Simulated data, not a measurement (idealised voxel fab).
process module | voxel spacer lines
cross-section cut | 225 nm wide | cells 5 nm
A cross-section is a grid of square cells, given in bands from the top down. A band is one or more rows of cells.
Each band's line starts with the height of the band's top and of its bottom, in nm. Then come its materials from left to right, each with its width in nm. One material with "throughout" fills the band from edge to edge. "air" is empty space.
Height 0 is the level under which the wafer as received is all one material. The lowest band goes on downwards, as in "0 down".
A width such as "30 to 40" changes by the same amount from each row of cells to the next, from the band's top row to its bottom row.
"no change" after a step means that no cell of the cross-section changed.
closed voids: empty space of 8 cells or more with no open way to the top, each as width x height at its distance from the left edge, in nm
after a step's settings: what the simulator itself notes on the step
overlay nm, on a step with a mask: how far to the right of its planned place the mask lay; to the left if negative
plan
1 op RECEIVE | material Si
2 op CONFORMAL_DEP | material Al2O3 | thk nm 10
3 op DIRECTIONAL_DEP | material TiN | thk nm 15
4 op DIRECTIONAL_DEP | material polySi | thk nm 20
5 op PATTERN | tone cover | mask id MANDREL | material resist | width nm 25 | pitch nm 80 | thk nm 30 | overlay nm 0
6 op DIRECTIONAL_ETCH | etch materials polySi | depth nm 20
7 op STRIP | etch materials resist
8 op CONFORMAL_DEP | material SiO2 | thk nm 15
9 op DIRECTIONAL_ETCH | etch materials SiO2 | depth nm 15
10 op STRIP | etch materials polySi
11 op DIRECTIONAL_ETCH | etch materials TiN | depth nm 15
12 op STRIP | etch materials SiO2
13 op FILL_DEP | material lowk | thk nm 10
14 op CMP | height nm 25
as received, after step 1
  0 down: Si throughout
  closed voids: none
first wafer at the end, as planned
  25 to 10: lowk 45 | TiN 15 | lowk 25 | TiN 15 | lowk 25 | TiN 15 | lowk 25 | TiN 15 | lowk 45
  10 to 0: Al2O3 throughout
  0 down: Si throughout
  closed voids: none
second wafer at the end: like start, like plan, one mistake
  20 to 10: lowk 45 | TiN 15 | lowk 25 | TiN 15 | lowk 25 | TiN 15 | lowk 25 | TiN 15 | lowk 45
  10 to 0: Al2O3 throughout
  0 down: Si throughout
  closed voids: none
what went wrong: step 14 ran as: op CMP | height nm 20
at the end the second wafer has, in cells: 12 fewer of TiN | 33 fewer of lowk
